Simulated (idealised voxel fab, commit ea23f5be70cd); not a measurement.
Title: Process Module voxel plated lines
FYI the section here is cut, 245 nm wide, cells are 5 nm squares.
Cross-section, as written here: a square-cell grid given band by band from the top down, where a band holds one or more rows of cells.
The entry gives the band's vertical extent as a top height and a bottom height in nm, then its horizontal make-up as materials from left to right, each with a width in nm. "blank" stands for empty space; a single material marked "all across" fills the band edge to edge.
Basically, 0 is our baseline, since under it the wafer straight out of the box is all one material. The bottom band has no lower end and keeps on going down, so it looks like "z 0 and below".
Width "30 to 40": first value at the band's top row of cells, second value at its bottom row, equal change from row to row.
The cross-section has no changed cell in any step marked "all unchanged".
Entry "Enclosed empty spaces". Content: empty spaces with no open connection to the top, size 8 cells or greater. Each: width x height at distance. Distance: from left edge. Unit: nm.
Post-settings text on a step line: simulator's own remark regarding the step.
The line of a step may include "overlay nm". On a step with a mask, this value is how far to the right of its planned place the mask lay. A negative value means the mask lay to the left.
Listed below are the process steps as planned
1,RECEIVE | material Si
2,CONFORMAL_DEP | material SiN | thk nm 15
3,DIRECTIONAL_DEP | material TiN | thk nm 5
4,PATTERN | tone open | mask id LINES | material resist | width nm 15 | pitch nm 35 | thk nm 40 | overlay nm 0
5,EPI | material Ru | thk nm 5
6,EPI | material Ru | thk nm 5
7,EPI | material Ru | thk nm 5
8,STRIP | etch materials resist
9,DIRECTIONAL_ETCH | etch materials TiN | depth nm 5
10,CONFORMAL_DEP | material SiN | thk nm 10
Cross-sectional view of the wafer in its as-received condition, corresponding to the state after step 1
* z 0 and below: Si all across
* Enclosed empty spaces: none
Wafer cross-section at end of module: start and plan as shown above, one execution error
* z 45 to 35: blank=70  SiN=105  blank=70
* z 35 to 25: SiN=80  Ru=15  SiN=20  Ru=15  SiN=20  Ru=15  SiN=80
* z 25 to 20: Ru all across
* z 20 to 15: TiN all across
* z 15 to 0: SiN all across
* z 0 and below: Si all across
* Enclosed empty spaces: none
Short version of what went wrong: mixed up steps 4 and 5 - ran each in the other's place
